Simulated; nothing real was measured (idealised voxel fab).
Proc. module: voxel fin reveal
The figure presents cross-section cut, which has a width of 275 nm and is divided into square cells with an edge length of 5 nm.
A cross-section is a grid of square cells, given in bands from the top down. A band is one or more rows of cells. Per band: top height and bottom height in nm, followed by the left-to-right materials and their widths in nm; "edge to edge" marks a single material spanning edge to edge, "blank" marks empty space. Where do heights start? At 0: under that level the wafer as delivered is made of one material only. And the lowest band has no floor; it just carries on downward, as in "0 and below". Note: "30 to 40" means the width goes from the first number (top row of the band) to the second number (bottom row) in equal steps per row of cells. No cell of the cross-section changed in a step that is given as "no change". What "Non-vented voids" gives you is every empty space of 8 cells or more that is cut off from the top. Each appears as width x height at distance, with the distance taken from the left edge and width, height and distance all in nm. What comes after the settings on a step's line is commentary from the simulator itself on that step. A step's line can hold "overlay nm"; with a mask on that step, the setting says how far right of the planned place the mask lay, while a negative setting says it lay to the left.
[plan]
1) RECEIVE,material Si
2) CONFORMAL_DEP,material SiN,thk nm 10
3) MASKED_ETCH,tone cover,mask id FINS,width nm 15,pitch nm 40,etch materials SiN,depth nm 10,overlay nm 0
4) MASKED_ETCH,tone cover,mask id FINS,width nm 15,pitch nm 40,etch materials Si,depth nm 30,overlay nm 0
5) FILL_DEP,material SiO2,thk nm 15
6) CMP,height nm 10
7) SELECTIVE_ETCH,etch materials SiO2,depth nm 20
8) STRIP,etch materials SiN
[So this is the incoming wafer in cross-section - it's already been through step 1]
- 0 and below = Si edge to edge
- Non-vented voids: none
[Cross-section taken at module completion on the first of two wafers; processed per the plan]
- 0 down to -10 = blank (70)  Si (15)  blank (25)  Si (15)  blank (25)  Si (15)  blank (25)  Si (15)  blank (70)
- -10 down to -30 = SiO2 (70)  Si (15)  SiO2 (25)  Si (15)  SiO2 (25)  Si (15)  SiO2 (25)  Si (15)  SiO2 (70)
- -30 and below = Si edge to edge
- Non-vented voids: none
[Wafer two cross-section, module end. Start and plan unchanged from wafer one; one mistake made during the run]
- 0 down to -10 = blank (70)  Si (15)  blank (25)  Si (15)  blank (25)  Si (15)  blank (25)  Si (15)  blank (70)
- -10 down to -20 = SiO2 (70)  Si (15)  SiO2 (25)  Si (15)  SiO2 (25)  Si (15)  SiO2 (25)  Si (15)  SiO2 (70)
- -20 and below = Si edge to edge
- Non-vented voids: none
In executing the process, a mistake was made relative to the plan: for step 4, the planned setting was not used; the step was instead run as MASKED_ETCH,tone cover,mask id FINS,width nm 15,pitch nm 40,etch materials Si,depth nm 20,overlay nm 0
Wrapping up, a cell-based count of both wafers puts the second over or under the first for these materials: Si: 86 more; SiO2: 86 fewer
